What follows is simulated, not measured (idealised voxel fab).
Proc. module: voxel capacitor over wiring
Shown is cross-section cut, with a width of 285 nm and square cells of size 5 nm.
Cross-sections here: square-cell grids, written as top-down lists of bands, a band being one or more rows of cells. First you get the band's top height and its bottom height, in nm, and then the materials it's made of, left to right, with each width in nm. If you see a single material with "all across", that one covers the band edge to edge. "blank" is empty space. Measure heights from 0. That's the level where, below it, the as-received wafer is all one material. The lowest band is bottomless and extends downward; write it as in "0 and below". A width given as "30..40" starts at the first number in the band's top row and ends at the second number in its bottom row, shifting by an equal amount at every step from row to row. Reading "changes: none" for a step: not a cell of the cross-section changed in it. The label "Sealed-off cavities" introduces a list of the empty spaces, 8 cells or larger, that have no open way up to the top; each entry in it reads width x height at distance, where the distance is taken from the left edge and all three are stated in nm. Step line, after settings: the simulator's comment on this step. For masked steps, "overlay nm" on the step line gives how far right of plan the mask actually lay; a minus sign means it lay to the left.

PROCESS STEPS - PLAN
1 RECEIVE (material Si)
2 CONFORMAL_DEP (material SiO2; thk nm 10)
3 CONFORMAL_DEP (material SiN; thk nm 5)
4 DIRECTIONAL_DEP (material SiO2; thk nm 20)
5 MASKED_ETCH (tone open; mask id METAL_1; width nm 30; pitch nm 80; etch materials SiO2; depth nm 20; overlay nm 0)
6 MASKED_ETCH (tone open; mask id METAL_1; width nm 30; pitch nm 80; etch materials SiN; depth nm 5; overlay nm 0)
7 CONFORMAL_DEP (material TiN; thk nm 5)
8 FILL_DEP (material W; thk nm 10)
9 CMP (height nm 35)
10 CONFORMAL_DEP (material SiCN; thk nm 5)
11 DIRECTIONAL_DEP (material lowk; thk nm 20)
12 PATTERN (tone open; mask id PLUG_1; material resist; width nm 15; thk nm 20; overlay nm 0)
13 DIRECTIONAL_ETCH (etch materials lowk; depth nm 20)
14 DIRECTIONAL_ETCH (etch materials SiCN; depth nm 5)
15 STRIP (etch materials resist)
16 CONFORMAL_DEP (material TiN; thk nm 5)
17 FILL_DEP (material Cu; thk nm 10)
18 CMP (height nm 60)
19 DIRECTIONAL_DEP (material TiN; thk nm 5)
20 DIRECTIONAL_DEP (material SiN; thk nm 5)
21 DIRECTIONAL_DEP (material TiN; thk nm 10)
22 MASKED_ETCH (tone cover; mask id UPPER_PLATE; width nm 55; etch materials TiN; depth nm 10; overlay nm 0)
23 MASKED_ETCH (tone cover; mask id UPPER_PLATE; width nm 55; etch materials SiN; depth nm 5; overlay nm 0)
24 DIRECTIONAL_DEP (material aC; thk nm 10)
25 PATTERN (tone cover; mask id LOWER_PLATE; material resist; width nm 65; thk nm 30; overlay nm 0)
26 DIRECTIONAL_ETCH (etch materials aC; depth nm 10)
27 STRIP (etch materials resist)
28 DIRECTIONAL_ETCH (etch materials TiN; depth nm 5)
29 STRIP (etch materials aC)
30 FILL_DEP (material SiO2; thk nm 15)
31 CMP (height nm 90)
32 MASKED_ETCH (tone open; mask id PLUG_2; width nm 15; etch materials SiO2; depth nm 10; overlay nm 0)
33 CONFORMAL_DEP (material TiN; thk nm 5)
34 FILL_DEP (material Ru; thk nm 5)
35 CMP (height nm 90)
36 CONFORMAL_DEP (material SiN; thk nm 5)
The width nm used in step 32 is not the same on every wafer, whereas the starting condition is; the value printed in the plan is the first wafer's.

FIRST OF SEVERAL WAFERS (AS RECEIVED, POST STEP 1), CROSS-SECTIONAL VIEW
0 and below = Si all across
Sealed-off cavities: none

AFTER THE MODULE'S FINAL STEP, STEP 36: THE FIRST OF SEVERAL WAFERS IN CROSS-SECTION
95 down to 90 = SiN all across
90 down to 85 = SiO2 110 nm  TiN 5 nm  Ru 5 nm  TiN 5 nm  SiO2 160 nm
85 down to 80 = SiO2 110 nm  TiN 15 nm  SiO2 160 nm
80 down to 70 = SiO2 100 nm  TiN 55 nm  SiO2 130 nm
70 down to 65 = SiO2 100 nm  SiN 55 nm  SiO2 130 nm
65 down to 60 = SiO2 95 nm  TiN 65 nm  SiO2 125 nm
60 down to 40 = lowk 100 nm  TiN 5 nm  Cu 5 nm  TiN 5 nm  lowk 170 nm
40 down to 35 = SiCN 100 nm  TiN 15 nm  SiCN 170 nm
35 down to 15 = SiO2 85 nm  TiN 5 nm  W 20 nm  TiN 5 nm  SiO2 50 nm  TiN 5 nm  W 20 nm  TiN 5 nm  SiO2 90 nm
15 down to 10 = SiN 85 nm  TiN 30 nm  SiN 50 nm  TiN 30 nm  SiN 90 nm
10 down to 0 = SiO2 all across
0 and below = Si all across
Sealed-off cavities: none

SHOWING THE LAST WAFER IN CROSS-SECTION AT THE END OF THE MODULE
95 down to 90 = SiN all across
90 down to 85 = SiO2 105 nm  TiN 5 nm  Ru 20 nm  TiN 5 nm  SiO2 150 nm
85 down to 80 = SiO2 105 nm  TiN 30 nm  SiO2 150 nm
80 down to 70 = SiO2 100 nm  TiN 55 nm  SiO2 130 nm
70 down to 65 = SiO2 100 nm  SiN 55 nm  SiO2 130 nm
65 down to 60 = SiO2 95 nm  TiN 65 nm  SiO2 125 nm
60 down to 40 = lowk 100 nm  TiN 5 nm  Cu 5 nm  TiN 5 nm  lowk 170 nm
40 down to 35 = SiCN 100 nm  TiN 15 nm  SiCN 170 nm
35 down to 15 = SiO2 85 nm  TiN 5 nm  W 20 nm  TiN 5 nm  SiO2 50 nm  TiN 5 nm  W 20 nm  TiN 5 nm  SiO2 90 nm
15 down to 10 = SiN 85 nm  TiN 30 nm  SiN 50 nm  TiN 30 nm  SiN 90 nm
10 down to 0 = SiO2 all across
0 and below = Si all across
Sealed-off cavities: none

EACH WAFER AT THE END: CELLS OF EACH MATERIAL GAINED (+) OR LOST (-) SINCE IT WAS RECEIVED, THEN ITS CLOSED VOIDS
width nm 15; +4 Cu; +1 Ru; +54 SiCN; +113 SiN; +584 SiO2; +79 TiN; +32 W; +216 lowk; Sealed-off cavities: none
width nm 20; +4 Cu; +2 Ru; +54 SiCN; +113 SiN; +582 SiO2; +80 TiN; +32 W; +216 lowk; Sealed-off cavities: none
width nm 25; +4 Cu; +3 Ru; +54 SiCN; +113 SiN; +580 SiO2; +81 TiN; +32 W; +216 lowk; Sealed-off cavities: none
width nm 30; +4 Cu; +4 Ru; +54 SiCN; +113 SiN; +578 SiO2; +82 TiN; +32 W; +216 lowk; Sealed-off cavities: none
